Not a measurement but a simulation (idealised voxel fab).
Herein follows the process module entitled voxel fin reveal.
FYI the section here is cut, 180 nm wide, cells are 5 nm squares.
Throughout this document, each cross-section is represented as a grid of square cells and is presented as a sequence of bands enumerated from the top downward, where a band comprises one or more rows of cells.
Look at the band entry: it leads with the top's height and the bottom's height in nm. Then it lists the materials left to right, with a width in nm for each. The word "everywhere" on a single material says that material fills the band edge to edge. The word "air" is empty space.
The level at which height equals 0 is the one under which the wafer, as it arrives, is entirely one material. No lower edge exists for the bottom band, which continues downward and is notated as in "0 and below".
A width such as "30..40" changes by the same amount from each row of cells to the next, from the band's top row to its bottom row.
"remains unaltered" after a step means that no cell of the cross-section changed.
Closed-off voids of 8+ cells (no open route to the top) go in "Sealed void inventory", written width x height at distance from the left edge, in nm.
What comes after the settings on a step's line is commentary from the simulator itself on that step.
A step line may carry the setting "overlay nm", which, for steps involving a mask, states the distance by which the mask lay to the right of its intended position; negative values denote displacement to the left.
How should the pairs below be read? Each gives the cross-section before one process step and the cross-section after it, the latter drawn only to the lowest band that changed; the step that lies between them, with its settings, appears under the pair. Does a pair pick up where the pair above left off? Only where its entry headed "Geometry before processing" says so, since pairs can come from different runs of this module on the same starting wafer.
# Geometry before processing
	0 and below | Si everywhere
	Sealed void inventory: none
# Post-Step Geometry
	10 down to 0 | SiN everywhere
	At heights below 0, the structure remains unaltered.
	Sealed void inventory: none
The cross-sections above show the structure before and after this step: CONFORMAL_DEP (material SiN; thk nm 10)
Geometry before processing: the state before this step is the cross-section shown after the step in the pair just above.
# Post-Step Geometry
	10 down to 0 | air: 60 / SiN: 15 / air: 25 / SiN: 15 / air: 65
	At heights below 0, the structure remains unaltered.
	Sealed void inventory: none
The cross-sections above show the structure before and after this step: MASKED_ETCH (tone cover; mask id FINS; width nm 15; pitch nm 40; etch materials SiN; depth nm 10; overlay nm 0)
Geometry before processing: the state before this step is the cross-section shown after the step in the pair just above.
# Post-Step Geometry
	10 down to 0 | air: 60 / SiN: 15 / air: 25 / SiN: 15 / air: 65
	0 down to -35 | air: 60 / Si: 15 / air: 25 / Si: 15 / air: 65
	At heights below -35, the structure remains unaltered.
	Sealed void inventory: none
The cross-sections above show the structure before and after this step: MASKED_ETCH (tone cover; mask id FINS; width nm 15; pitch nm 40; etch materials Si; depth nm 35; overlay nm 0)
Geometry before processing: the state before this step is the cross-section shown after the step in the pair just above.
# Post-Step Geometry
	10 down to 0 | air: 60 / SiN: 15 / air: 25 / SiN: 15 / air: 65
	0 down to -35 | air: 60 / SiO2: 5 / Si: 5 / SiO2: 5 / air: 25 / SiO2: 5 / Si: 5 / SiO2: 5 / air: 65
	-35 down to -40 | SiO2: 65 / Si: 5 / SiO2: 35 / Si: 5 / SiO2: 70
	At heights below -40, the structure remains unaltered.
	Sealed void inventory: none
The cross-sections above show the structure before and after this step: OXIDIZE (depth nm 5)
Geometry before processing: the state before this step is the cross-section shown after the step in the pair just above.
# Post-Step Geometry
	15 down to 10 | SiO2 everywhere
	10 down to 0 | SiO2: 60 / SiN: 15 / SiO2: 25 / SiN: 15 / SiO2: 65
	0 down to -40 | SiO2: 65 / Si: 5 / SiO2: 35 / Si: 5 / SiO2: 70
	At heights below -40, the structure remains unaltered.
	Sealed void inventory: none
The cross-sections above show the structure before and after this step: FILL_DEP (material SiO2; thk nm 5)
Geometry before processing: the state before this step is the cross-section shown after the step in the pair just above.
# Post-Step Geometry
	10 down to 0 | SiO2: 60 / SiN: 15 / SiO2: 25 / SiN: 15 / SiO2: 65
	At heights below 0, the structure remains unaltered.
	Sealed void inventory: none
The cross-sections above show the structure before and after this step: CMP (height nm 10)
Geometry before processing: the state before this step is the cross-section shown after the step in the pair just above.
# Post-Step Geometry
	10 down to 0 | air: 60 / SiN: 15 / air: 25 / SiN: 15 / air: 65
	0 down to -15 | air: 65 / Si: 5 / air: 35 / Si: 5 / air: 70
	At heights below -15, the structure remains unaltered.
	Sealed void inventory: none
The cross-sections above show the structure before and after this step: SELECTIVE_ETCH (etch materials SiO2; depth nm 25)
Geometry before processing: the state before this step is the cross-section shown after the step in the pair just above.
# Post-Step Geometry
	0 down to -15 | air: 65 / Si: 5 / air: 35 / Si: 5 / air: 70
	At heights below -15, the structure remains unaltered.
	Sealed void inventory: none
The cross-sections above show the structure before and after this step: STRIP (etch materials SiN)
Geometry before processing: the state before this step is the cross-section shown after the step in the pair just above.
# Post-Step Geometry
	5 down to 0 | air: 60 / HfO2: 15 / air: 25 / HfO2: 15 / air: 65
	0 down to -10 | air: 60 / HfO2: 5 / Si: 5 / HfO2: 5 / air: 25 / HfO2: 5 / Si: 5 / HfO2: 5 / air: 65
	-10 down to -15 | HfO2: 65 / Si: 5 / HfO2: 35 / Si: 5 / HfO2: 70
	At heights below -15, the structure remains unaltered.
	Sealed void inventory: none
The cross-sections above show the structure before and after this step: CONFORMAL_DEP (material HfO2; thk nm 5)
# Geometry before processing
	10 down to 0 | air: 60 / SiN: 15 / air: 25 / SiN: 15 / air: 65
	0 down to -15 | air: 65 / Si: 5 / air: 35 / Si: 5 / air: 70
	-15 down to -40 | SiO2: 65 / Si: 5 / SiO2: 35 / Si: 5 / SiO2: 70
	-40 and below | Si everywhere
	Sealed void inventory: none
# Post-Step Geometry
	10 down to 0 | air: 60 / SiN: 15 / air: 25 / SiN: 15 / air: 65
	0 down to -40 | air: 65 / Si: 5 / air: 35 / Si: 5 / air: 70
	At heights below -40, the structure remains unaltered.
	Sealed void inventory: none
The cross-sections above show the structure before and after this step: SELECTIVE_ETCH (etch materials SiO2; depth nm 25)
Geometry before processing: the state before this step is the cross-section shown after the step in the pair just above.
# Post-Step Geometry
	0 down to -40 | air: 65 / Si: 5 / air: 35 / Si: 5 / air: 70
	At heights below -40, the structure remains unaltered.
	Sealed void inventory: none
The cross-sections above show the structure before and after this step: STRIP (etch materials SiN)
Geometry before processing: the state before this step is the cross-section shown after the step in the pair just above.
# Post-Step Geometry
	5 down to 0 | air: 60 / HfO2: 15 / air: 25 / HfO2: 15 / air: 65
	0 down to -35 | air: 60 / HfO2: 5 / Si: 5 / HfO2: 5 / air: 25 / HfO2: 5 / Si: 5 / HfO2: 5 / air: 65
	-35 down to -40 | HfO2: 65 / Si: 5 / HfO2: 35 / Si: 5 / HfO2: 70
	At heights below -40, the structure remains unaltered.
	Sealed void inventory: none
The cross-sections above show the structure before and after this step: CONFORMAL_DEP (material HfO2; thk nm 5)
# Geometry before processing
	10 down to 0 | SiO2: 60 / SiN: 15 / SiO2: 25 / SiN: 15 / SiO2: 65
	0 down to -40 | SiO2: 65 / Si: 5 / SiO2: 35 / Si: 5 / SiO2: 70
	-40 and below | Si everywhere
	Sealed void inventory: none
# Post-Step Geometry
	10 down to 0 | SiO2: 60 / air: 15 / SiO2: 25 / air: 15 / SiO2: 65
	At heights below 0, the structure remains unaltered.
	Sealed void inventory: none
The cross-sections above show the structure before and after this step: STRIP (etch materials SiN)
Geometry before processing: the state before this step is the cross-section shown after the step in the pair just above.
# Post-Step Geometry
	0 down to -15 | air: 65 / Si: 5 / air: 35 / Si: 5 / air: 70
	-15 down to -25 | SiO2: 35 / air: 30 / Si: 5 / air: 35 / Si: 5 / air: 30 / SiO2: 40
	At heights below -25, the structure remains unaltered.
	Sealed void inventory: none
The cross-sections above show the structure before and after this step: SELECTIVE_ETCH (etch materials SiO2; depth nm 25)
Geometry before processing: the state before this step is the cross-section shown after the step in the pair just above.
# Post-Step Geometry
	5 down to 0 | air: 60 / HfO2: 15 / air: 25 / HfO2: 15 / air: 65
	0 down to -10 | air: 60 / HfO2: 5 / Si: 5 / HfO2: 5 / air: 25 / HfO2: 5 / Si: 5 / HfO2: 5 / air: 65
	-10 down to -15 | HfO2: 40 / air: 20 / HfO2: 5 / Si: 5 / HfO2: 5 / air: 25 / HfO2: 5 / Si: 5 / HfO2: 5 / air: 20 / HfO2: 45
	-15 down to -20 | SiO2: 35 / HfO2: 5 / air: 20 / HfO2: 5 / Si: 5 / HfO2: 5 / air: 25 / HfO2: 5 / Si: 5 / HfO2: 5 / air: 20 / HfO2: 5 / SiO2: 40
	-20 down to -25 | SiO2: 35 / HfO2: 30 / Si: 5 / HfO2: 35 / Si: 5 / HfO2: 30 / SiO2: 40
	At heights below -25, the structure remains unaltered.
	Sealed void inventory: none
The cross-sections above show the structure before and after this step: CONFORMAL_DEP (material HfO2; thk nm 5)
# Geometry before processing
	10 down to 0 | air: 60 / SiN: 15 / air: 25 / SiN: 15 / air: 65
	0 and below | Si everywhere
	Sealed void inventory: none
# Post-Step Geometry
	10 down to 0 | air: 60 / SiN: 15 / air: 25 / SiN: 15 / air: 65
	0 down to -30 | air: 60 / Si: 15 / air: 25 / Si: 15 / air: 65
	At heights below -30, the structure remains unaltered.
	Sealed void inventory: none
The cross-sections above show the structure before and after this step: MASKED_ETCH (tone cover; mask id FINS; width nm 15; pitch nm 40; etch materials Si; depth nm 30; overlay nm 0)
Geometry before processing: the state before this step is the cross-section shown after the step in the pair just above.
# Post-Step Geometry
	10 down to 0 | air: 60 / SiN: 15 / air: 25 / SiN: 15 / air: 65
	0 down to -30 | air: 60 / SiO2: 5 / Si: 5 / SiO2: 5 / air: 25 / SiO2: 5 / Si: 5 / SiO2: 5 / air: 65
	-30 down to -35 | SiO2: 65 / Si: 5 / SiO2: 35 / Si: 5 / SiO2: 70
	At heights below -35, the structure remains unaltered.
	Sealed void inventory: none
The cross-sections above show the structure before and after this step: OXIDIZE (depth nm 5)
Geometry before processing: the state before this step is the cross-section shown after the step in the pair just above.
# Post-Step Geometry
	15 down to 10 | SiO2 everywhere
	10 down to 0 | SiO2: 60 / SiN: 15 / SiO2: 25 / SiN: 15 / SiO2: 65
	0 down to -35 | SiO2: 65 / Si: 5 / SiO2: 35 / Si: 5 / SiO2: 70
	At heights below -35, the structure remains unaltered.
	Sealed void inventory: none
The cross-sections above show the structure before and after this step: FILL_DEP (material SiO2; thk nm 5)
Geometry before processing: the state before this step is the cross-section shown after the step in the pair just above.
# Post-Step Geometry
	10 down to 0 | SiO2: 60 / SiN: 15 / SiO2: 25 / SiN: 15 / SiO2: 65
	At heights below 0, the structure remains unaltered.
	Sealed void inventory: none
The cross-sections above show the structure before and after this step: CMP (height nm 10)
Geometry before processing: the state before this step is the cross-section shown after the step in the pair just above.
# Post-Step Geometry
	10 down to 0 | air: 60 / SiN: 15 / air: 25 / SiN: 15 / air: 65
	0 down to -15 | air: 65 / Si: 5 / air: 35 / Si: 5 / air: 70
	At heights below -15, the structure remains unaltered.
	Sealed void inventory: none
The cross-sections above show the structure before and after this step: SELECTIVE_ETCH (etch materials SiO2; depth nm 25)
Geometry before processing: the state before this step is the cross-section shown after the step in the pair just above.
# Post-Step Geometry
	0 down to -15 | air: 65 / Si: 5 / air: 35 / Si: 5 / air: 70
	At heights below -15, the structure remains unaltered.
	Sealed void inventory: none
The cross-sections above show the structure before and after this step: STRIP (etch materials SiN)
Geometry before processing: the state before this step is the cross-section shown after the step in the pair just above.
# Post-Step Geometry
	5 down to 0 | air: 60 / HfO2: 15 / air: 25 / HfO2: 15 / air: 65
	0 down to -10 | air: 60 / HfO2: 5 / Si: 5 / HfO2: 5 / air: 25 / HfO2: 5 / Si: 5 / HfO2: 5 / air: 65
	-10 down to -15 | HfO2: 65 / Si: 5 / HfO2: 35 / Si: 5 / HfO2: 70
	At heights below -15, the structure remains unaltered.
	Sealed void inventory: none
The cross-sections above show the structure before and after this step: CONFORMAL_DEP (material HfO2; thk nm 5)
# Geometry before processing
	10 down to 0 | SiN everywhere
	0 and below | Si everywhere
	Sealed void inventory: none
# Post-Step Geometry
	10 down to 0 | air: 60 / SiN: 20 / air: 20 / SiN: 20 / air: 60
	At heights below 0, the structure remains unaltered.
	Sealed void inventory: none
The cross-sections above show the structure before and after this step: MASKED_ETCH (tone cover; mask id FINS; width nm 20; pitch nm 40; etch materials SiN; depth nm 10; overlay nm 0)
Geometry before processing: the state before this step is the cross-section shown after the step in the pair just above.
# Post-Step Geometry
	10 down to 0 | air: 60 / SiN: 20 / air: 20 / SiN: 20 / air: 60
	0 down to -35 | air: 60 / Si: 20 / air: 20 / Si: 20 / air: 60
	At heights below -35, the structure remains unaltered.
	Sealed void inventory: none
The cross-sections above show the structure before and after this step: MASKED_ETCH (tone cover; mask id FINS; width nm 15; pitch nm 40; etch materials Si; depth nm 35; overlay nm 0)
Geometry before processing: the state before this step is the cross-section shown after the step in the pair just above.
# Post-Step Geometry
	10 down to 0 | air: 60 / SiN: 20 / air: 20 / SiN: 20 / air: 60
	0 down to -35 | air: 60 / SiO2: 5 / Si: 10 / SiO2: 5 / air: 20 / SiO2: 5 / Si: 10 / SiO2: 5 / air: 60
	-35 down to -40 | SiO2: 65 / Si: 10 / SiO2: 30 / Si: 10 / SiO2: 65
	At heights below -40, the structure remains unaltered.
	Sealed void inventory: none
The cross-sections above show the structure before and after this step: OXIDIZE (depth nm 5)
Geometry before processing: the state before this step is the cross-section shown after the step in the pair just above.
# Post-Step Geometry
	15 down to 10 | SiO2 everywhere
	10 down to 0 | SiO2: 60 / SiN: 20 / SiO2: 20 / SiN: 20 / SiO2: 60
	0 down to -40 | SiO2: 65 / Si: 10 / SiO2: 30 / Si: 10 / SiO2: 65
	At heights below -40, the structure remains unaltered.
	Sealed void inventory: none
The cross-sections above show the structure before and after this step: FILL_DEP (material SiO2; thk nm 5)
Geometry before processing: the state before this step is the cross-section shown after the step in the pair just above.
# Post-Step Geometry
	10 down to 0 | SiO2: 60 / SiN: 20 / SiO2: 20 / SiN: 20 / SiO2: 60
	At heights below 0, the structure remains unaltered.
	Sealed void inventory: none
The cross-sections above show the structure before and after this step: CMP (height nm 10)
Geometry before processing: the state before this step is the cross-section shown after the step in the pair just above.
# Post-Step Geometry
	10 down to 0 | air: 60 / SiN: 20 / air: 20 / SiN: 20 / air: 60
	0 down to -15 | air: 65 / Si: 10 / air: 30 / Si: 10 / air: 65
	At heights below -15, the structure remains unaltered.
	Sealed void inventory: none
The cross-sections above show the structure before and after this step: SELECTIVE_ETCH (etch materials SiO2; depth nm 25)
Geometry before processing: the state before this step is the cross-section shown after the step in the pair just above.
# Post-Step Geometry
	0 down to -15 | air: 65 / Si: 10 / air: 30 / Si: 10 / air: 65
	At heights below -15, the structure remains unaltered.
	Sealed void inventory: none
The cross-sections above show the structure before and after this step: STRIP (etch materials SiN)
Geometry before processing: the state before this step is the cross-section shown after the step in the pair just above.
# Post-Step Geometry
	5 down to 0 | air: 60 / HfO2: 20 / air: 20 / HfO2: 20 / air: 60
	0 down to -10 | air: 60 / HfO2: 5 / Si: 10 / HfO2: 5 / air: 20 / HfO2: 5 / Si: 10 / HfO2: 5 / air: 60
	-10 down to -15 | HfO2: 65 / Si: 10 / HfO2: 30 / Si: 10 / HfO2: 65
	At heights below -15, the structure remains unaltered.
	Sealed void inventory: none
The cross-sections above show the structure before and after this step: CONFORMAL_DEP (material HfO2; thk nm 5)
# Geometry before processing
	10 down to 0 | SiN everywhere
	0 and below | Si everywhere
	Sealed void inventory: none
# Post-Step Geometry
	10 down to 0 | air: 50 / SiN: 15 / air: 25 / SiN: 15 / air: 75
	At heights below 0, the structure remains unaltered.
	Sealed void inventory: none
The cross-sections above show the structure before and after this step: MASKED_ETCH (tone cover; mask id FINS; width nm 15; pitch nm 40; etch materials SiN; depth nm 10; overlay nm -10)
Geometry before processing: the state before this step is the cross-section shown after the step in the pair just above.
# Post-Step Geometry
	10 down to 0 | air: 50 / SiN: 15 / air: 25 / SiN: 15 / air: 75
	0 down to -35 | air: 50 / Si: 25 / air: 15 / Si: 25 / air: 65
	At heights below -35, the structure remains unaltered.
	Sealed void inventory: none
The cross-sections above show the structure before and after this step: MASKED_ETCH (tone cover; mask id FINS; width nm 15; pitch nm 40; etch materials Si; depth nm 35; overlay nm 0)
Geometry before processing: the state before this step is the cross-section shown after the step in the pair just above.
# Post-Step Geometry
	10 down to 0 | air: 50 / SiN: 15 / air: 25 / SiN: 15 / air: 75
	0 down to -5 | air: 50 / SiO2: 5 / Si: 5 / SiO2: 15 / air: 15 / SiO2: 5 / Si: 5 / SiO2: 15 / air: 65
	-5 down to -35 | air: 50 / SiO2: 5 / Si: 15 / SiO2: 5 / air: 15 / SiO2: 5 / Si: 15 / SiO2: 5 / air: 65
	-35 down to -40 | SiO2: 55 / Si: 15 / SiO2: 25 / Si: 15 / SiO2: 70
	At heights below -40, the structure remains unaltered.
	Sealed void inventory: none
The cross-sections above show the structure before and after this step: OXIDIZE (depth nm 5)
Geometry before processing: the state before this step is the cross-section shown after the step in the pair just above.
# Post-Step Geometry
	15 down to 10 | SiO2 everywhere
	10 down to 0 | SiO2: 50 / SiN: 15 / SiO2: 25 / SiN: 15 / SiO2: 75
	0 down to -5 | SiO2: 55 / Si: 5 / SiO2: 35 / Si: 5 / SiO2: 80
	-5 down to -40 | SiO2: 55 / Si: 15 / SiO2: 25 / Si: 15 / SiO2: 70
	At heights below -40, the structure remains unaltered.
	Sealed void inventory: none
The cross-sections above show the structure before and after this step: FILL_DEP (material SiO2; thk nm 5)
Geometry before processing: the state before this step is the cross-section shown after the step in the pair just above.
# Post-Step Geometry
	10 down to 0 | SiO2: 50 / SiN: 15 / SiO2: 25 / SiN: 15 / SiO2: 75
	At heights below 0, the structure remains unaltered.
	Sealed void inventory: none
The cross-sections above show the structure before and after this step: CMP (height nm 10)
Geometry before processing: the state before this step is the cross-section shown after the step in the pair just above.
# Post-Step Geometry
	10 down to 0 | air: 50 / SiN: 15 / air: 25 / SiN: 15 / air: 75
	0 down to -5 | air: 55 / Si: 5 / air: 35 / Si: 5 / air: 80
	-5 down to -15 | air: 55 / Si: 15 / air: 25 / Si: 15 / air: 70
	At heights below -15, the structure remains unaltered.
	Sealed void inventory: none
The cross-sections above show the structure before and after this step: SELECTIVE_ETCH (etch materials SiO2; depth nm 25)
Geometry before processing: the state before this step is the cross-section shown after the step in the pair just above.
# Post-Step Geometry
	0 down to -5 | air: 55 / Si: 5 / air: 35 / Si: 5 / air: 80
	At heights below -5, the structure remains unaltered.
	Sealed void inventory: none
The cross-sections above show the structure before and after this step: STRIP (etch materials SiN)
Geometry before processing: the state before this step is the cross-section shown after the step in the pair just above.
# Post-Step Geometry
	5 down to 0 | air: 50 / HfO2: 15 / air: 25 / HfO2: 15 / air: 75
	0 down to -10 | air: 50 / HfO2: 5 / Si: 5..15 / HfO2: 15..5 / air: 15 / HfO2: 5 / Si: 5..15 / HfO2: 15..5 / air: 65
	-10 down to -15 | HfO2: 55 / Si: 15 / HfO2: 25 / Si: 15 / HfO2: 70
	At heights below -15, the structure remains unaltered.
	Sealed void inventory: none
The cross-sections above show the structure before and after this step: CONFORMAL_DEP (material HfO2; thk nm 5)
# Geometry before processing
	10 down to 0 | air: 60 / SiN: 15 / air: 25 / SiN: 15 / air: 65
	0 down to -15 | air: 65 / Si: 5 / air: 35 / Si: 5 / air: 70
	-15 down to -40 | SiO2: 65 / Si: 5 / SiO2: 35 / Si: 5 / SiO2: 70
	-40 and below | Si everywhere
	Sealed void inventory: none
# Post-Step Geometry
	10 down to 0 | air: 60 / SiN: 15 / air: 25 / SiN: 15 / air: 65
	0 down to -40 | air: 65 / Si: 5 / air: 35 / Si: 5 / air: 70
	At heights below -40, the structure remains unaltered.
	Sealed void inventory: none
The cross-sections above show the structure before and after this step: STRIP (etch materials SiO2)
Geometry before processing: the state before this step is the cross-section shown after the step in the pair just above.
# Post-Step Geometry
	15 down to 10 | air: 55 / HfO2: 25 / air: 15 / HfO2: 25 / air: 60
	10 down to 0 | air: 55 / HfO2: 5 / SiN: 15 / HfO2: 5 / air: 15 / HfO2: 5 / SiN: 15 / HfO2: 5 / air: 60
	0 down to -5 | air: 55 / HfO2: 10 / Si: 5 / HfO2: 10 / air: 15 / HfO2: 10 / Si: 5 / HfO2: 10 / air: 60
	-5 down to -35 | air: 60 / HfO2: 5 / Si: 5 / HfO2: 5 / air: 25 / HfO2: 5 / Si: 5 / HfO2: 5 / air: 65
	-35 down to -40 | HfO2: 65 / Si: 5 / HfO2: 35 / Si: 5 / HfO2: 70
	At heights below -40, the structure remains unaltered.
	Sealed void inventory: none
The cross-sections above show the structure before and after this step: CONFORMAL_DEP (material HfO2; thk nm 5)
# Geometry before processing
	10 down to 0 | SiN everywhere
	0 and below | Si everywhere
	Sealed void inventory: none
# Post-Step Geometry
	10 down to 0 | SiN: 60 / air: 15 / SiN: 25 / air: 15 / SiN: 65
	At heights below 0, the structure remains unaltered.
	Sealed void inventory: none
The cross-sections above show the structure before and after this step: MASKED_ETCH (tone open; mask id FINS; width nm 15; pitch nm 40; etch materials SiN; depth nm 10; overlay nm 0)
Geometry before processing: the state before this step is the cross-section shown after the step in the pair just above.
# Post-Step Geometry
	10 down to 0 | SiN: 60 / air: 15 / SiN: 25 / air: 15 / SiN: 65
	0 down to -5 | Si: 55 / SiO2: 25 / Si: 15 / SiO2: 25 / Si: 60
	At heights below -5, the structure remains unaltered.
	Sealed void inventory: none
The cross-sections above show the structure before and after this step: OXIDIZE (depth nm 5)
Geometry before processing: the state before this step is the cross-section shown after the step in the pair just above.
# Post-Step Geometry
	15 down to 10 | SiO2 everywhere
	10 down to 0 | SiN: 60 / SiO2: 15 / SiN: 25 / SiO2: 15 / SiN: 65
	At heights below 0, the structure remains unaltered.
	Sealed void inventory: none
The cross-sections above show the structure before and after this step: FILL_DEP (material SiO2; thk nm 5)
Geometry before processing: the state before this step is the cross-section shown after the step in the pair just above.
# Post-Step Geometry
	10 down to 0 | SiN: 60 / SiO2: 15 / SiN: 25 / SiO2: 15 / SiN: 65
	At heights below 0, the structure remains unaltered.
	Sealed void inventory: none
The cross-sections above show the structure before and after this step: CMP (height nm 10)
Geometry before processing: the state before this step is the cross-section shown after the step in the pair just above.
# Post-Step Geometry
	10 down to 0 | SiN: 60 / air: 15 / SiN: 25 / air: 15 / SiN: 65
	0 down to -5 | Si: 55 / air: 25 / Si: 15 / air: 25 / Si: 60
	At heights below -5, the structure remains unaltered.
	Sealed void inventory: none
The cross-sections above show the structure before and after this step: SELECTIVE_ETCH (etch materials SiO2; depth nm 25)
Geometry before processing: the state before this step is the cross-section shown after the step in the pair just above.
# Post-Step Geometry
	0 down to -5 | Si: 55 / air: 25 / Si: 15 / air: 25 / Si: 60
	At heights below -5, the structure remains unaltered.
	Sealed void inventory: none
The cross-sections above show the structure before and after this step: STRIP (etch materials SiN)
Geometry before processing: the state before this step is the cross-section shown after the step in the pair just above.
# Post-Step Geometry
	5 down to 0 | HfO2: 60 / air: 15 / HfO2: 25 / air: 15 / HfO2: 65
	0 down to -5 | Si: 55 / HfO2: 25 / Si: 15 / HfO2: 25 / Si: 60
	At heights below -5, the structure remains unaltered.
	Sealed void inventory: none
The cross-sections above show the structure before and after this step: CONFORMAL_DEP (material HfO2; thk nm 5)
